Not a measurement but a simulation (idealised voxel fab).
Herein follows the process module entitled voxel wiring stack.
We display cut, a cross-section 205 nm in width whose square cells are each 5 nm.
Cross-section = grid of square cells, listed top down in bands; band = one or more rows. Band: top height; bottom height; in nm. Then, left to right: material with width in nm, for each material. "everywhere": a single material spanning edge to edge. "empty": empty space. A quick word on heights: they are counted from 0, and under that level the wafer as it came to us is one material throughout. The lowest band is different from the rest in having no bottom; it simply continues downward, written as in "z 0 and below". A two-number width, for instance "30->40", indicates that the width is equal to the first number in the top row of the band and to the second number in the bottom row, and that it changes by a constant amount per row of cells. Key: "no modifications" - step with no changed cell in the cross-section. Any empty space of 8 cells or more lacking an open way to the top shows up in "Sealed internal cavities" as width x height at distance, distance from the left edge, in nm. Past the settings on a step's line: simulator remark, on that step. What "overlay nm" on a step's line means: if the step has a mask, that mask lay this far to the right of its planned place, or, when the value is negative, to the left.

[So here's the lineup of process steps we planned]
| 1 | RECEIVE, material Si |
| 2 | CONFORMAL_DEP, material SiO2, thk nm 15 |
| 3 | DIRECTIONAL_DEP, material TiN, thk nm 5 |
| 4 | DIRECTIONAL_DEP, material W, thk nm 25 |
| 5 | PATTERN, tone cover, mask id METAL_1, material resist, width nm 30, pitch nm 55, thk nm 15, overlay nm 0 |
| 6 | DIRECTIONAL_ETCH, etch materials W, depth nm 25 |
| 7 | DIRECTIONAL_ETCH, etch materials TiN, depth nm 5 |
| 8 | STRIP, etch materials resist |
| 9 | FILL_DEP, material lowk, thk nm 5 |
| 10 | CMP, height nm 45 |
| 11 | CONFORMAL_DEP, material SiCN, thk nm 5 |
| 12 | DIRECTIONAL_DEP, material SiO2, thk nm 20 |
| 13 | DIRECTIONAL_DEP, material aC, thk nm 10 |
| 14 | PATTERN, tone open, mask id PLUG_1, material resist, width nm 15, pitch nm 110, thk nm 30, overlay nm 0 |
| 15 | DIRECTIONAL_ETCH, etch materials aC, depth nm 10 |
| 16 | STRIP, etch materials resist |
| 17 | DIRECTIONAL_ETCH, etch materials SiO2, depth nm 20 |
| 18 | DIRECTIONAL_ETCH, etch materials SiCN, depth nm 5 |
| 19 | STRIP, etch materials aC |
| 20 | CONFORMAL_DEP, material TiN, thk nm 5 |
| 21 | FILL_DEP, material W, thk nm 5 |
| 22 | CMP, height nm 70 |
| 23 | DIRECTIONAL_DEP, material TiN, thk nm 5 |
| 24 | DIRECTIONAL_DEP, material W, thk nm 15 |
| 25 | PATTERN, tone cover, mask id METAL_2, material resist, width nm 30, pitch nm 55, thk nm 20, overlay nm 0 |
| 26 | DIRECTIONAL_ETCH, etch materials W, depth nm 15 |
| 27 | DIRECTIONAL_ETCH, etch materials TiN, depth nm 5 |
| 28 | STRIP, etch materials resist |
| 29 | FILL_DEP, material SiO2, thk nm 10 |
| 30 | CMP, height nm 90 |
| 31 | CONFORMAL_DEP, material SiCN, thk nm 5 |
| 32 | DIRECTIONAL_DEP, material lowk, thk nm 30 |
| 33 | PATTERN, tone open, mask id METAL_3_HOLES, material resist, width nm 15, pitch nm 55, thk nm 20, overlay nm -15 |
| 34 | DIRECTIONAL_ETCH, etch materials lowk, depth nm 30 |
| 35 | STRIP, etch materials resist |
| 36 | MASKED_ETCH, tone open, mask id METAL_3, width nm 30, pitch nm 55, etch materials lowk, depth nm 15, overlay nm 0 |
| 37 | MASKED_ETCH, tone open, mask id METAL_3, width nm 30, pitch nm 55, etch materials SiCN, depth nm 5, overlay nm 0 |
| 38 | CONFORMAL_DEP, material TiN, thk nm 5 |
| 39 | FILL_DEP, material Ru, thk nm 10 |
| 40 | CMP, height nm 125 |
| 41 | CONFORMAL_DEP, material SiN, thk nm 5 |
Where the wafers of this document differ is in the overlay nm of step 33; they start out the same, and the plan states the value that applied to the first wafer.

[First of several wafers, received after step 1, in cross-section]
    z 0 and below: Si everywhere
    Sealed internal cavities: none

[first wafer at the end, after step 41]
    z 130 to 125: SiN everywhere
    z 125 to 115: lowk: 15; TiN: 5; Ru: 35; TiN: 5; lowk: 10; TiN: 5; Ru: 35; TiN: 5; lowk: 10; TiN: 5; Ru: 35; TiN: 5; lowk: 35
    z 115 to 110: lowk: 15; TiN: 5; Ru: 5; TiN: 35; lowk: 10; TiN: 5; Ru: 5; TiN: 35; lowk: 10; TiN: 5; Ru: 5; TiN: 35; lowk: 35
    z 110 to 100: lowk: 15; TiN: 5; Ru: 5; TiN: 5; lowk: 40; TiN: 5; Ru: 5; TiN: 5; lowk: 40; TiN: 5; Ru: 5; TiN: 5; lowk: 65
    z 100 to 95: lowk: 15; TiN: 15; lowk: 40; TiN: 15; lowk: 40; TiN: 15; lowk: 65
    z 95 to 90: SiCN everywhere
    z 90 to 75: SiO2: 30; W: 30; SiO2: 25; W: 30; SiO2: 25; W: 30; SiO2: 35
    z 75 to 70: SiO2: 30; TiN: 30; SiO2: 25; TiN: 30; SiO2: 25; TiN: 30; SiO2: 35
    z 70 to 50: SiO2: 30; TiN: 5; W: 5; TiN: 5; SiO2: 95; TiN: 5; W: 5; TiN: 5; SiO2: 50
    z 50 to 45: SiCN: 30; TiN: 15; SiCN: 95; TiN: 15; SiCN: 50
    z 45 to 20: lowk: 30; W: 30; lowk: 25; W: 30; lowk: 25; W: 30; lowk: 35
    z 20 to 15: lowk: 30; TiN: 30; lowk: 25; TiN: 30; lowk: 25; TiN: 30; lowk: 35
    z 15 to 0: SiO2 everywhere
    z 0 and below: Si everywhere
    Sealed internal cavities: none

[Here we cross-sectioned the last of the wafers once the module was done]
    z 130 to 125: SiN everywhere
    z 125 to 115: lowk: 30; TiN: 5; Ru: 20; TiN: 5; lowk: 25; TiN: 5; Ru: 20; TiN: 5; lowk: 25; TiN: 5; Ru: 20; TiN: 5; lowk: 35
    z 115 to 110: lowk: 30; TiN: 20; Ru: 5; TiN: 5; lowk: 25; TiN: 20; Ru: 5; TiN: 5; lowk: 25; TiN: 20; Ru: 5; TiN: 5; lowk: 35
    z 110 to 95: lowk: 45; TiN: 5; Ru: 5; TiN: 5; lowk: 40; TiN: 5; Ru: 5; TiN: 5; lowk: 40; TiN: 5; Ru: 5; TiN: 5; lowk: 35
    z 95 to 90: SiCN: 45; TiN: 15; SiCN: 40; TiN: 15; SiCN: 40; TiN: 15; SiCN: 35
    z 90 to 75: SiO2: 30; W: 30; SiO2: 25; W: 30; SiO2: 25; W: 30; SiO2: 35
    z 75 to 70: SiO2: 30; TiN: 30; SiO2: 25; TiN: 30; SiO2: 25; TiN: 30; SiO2: 35
    z 70 to 50: SiO2: 30; TiN: 5; W: 5; TiN: 5; SiO2: 95; TiN: 5; W: 5; TiN: 5; SiO2: 50
    z 50 to 45: SiCN: 30; TiN: 15; SiCN: 95; TiN: 15; SiCN: 50
    z 45 to 20: lowk: 30; W: 30; lowk: 25; W: 30; lowk: 25; W: 30; lowk: 35
    z 20 to 15: lowk: 30; TiN: 30; lowk: 25; TiN: 30; lowk: 25; TiN: 30; lowk: 35
    z 15 to 0: SiO2 everywhere
    z 0 and below: Si everywhere
    Sealed internal cavities: none

[End of module, by wafer: material-by-material cell gain (+) or loss (-) since receipt, then closed voids]
overlay nm -15, +51 Ru, +76 SiCN, +41 SiN, +355 SiO2, +115 TiN, +152 W, +276 lowk, Sealed internal cavities: none
overlay nm -10, +45 Ru, +73 SiCN, +41 SiN, +355 SiO2, +115 TiN, +152 W, +285 lowk, Sealed internal cavities: none
overlay nm -5, +39 Ru, +70 SiCN, +41 SiN, +355 SiO2, +115 TiN, +152 W, +294 lowk, Sealed internal cavities: none
overlay nm 0, +36 Ru, +67 SiCN, +41 SiN, +355 SiO2, +112 TiN, +152 W, +303 lowk, Sealed internal cavities: none
overlay nm 5, +36 Ru, +67 SiCN, +41 SiN, +355 SiO2, +112 TiN, +152 W, +303 lowk, Sealed internal cavities: none
overlay nm 10, +36 Ru, +67 SiCN, +41 SiN, +355 SiO2, +112 TiN, +152 W, +303 lowk, Sealed internal cavities: none
overlay nm 15, +36 Ru, +67 SiCN, +41 SiN, +355 SiO2, +112 TiN, +152 W, +303 lowk, Sealed internal cavities: none
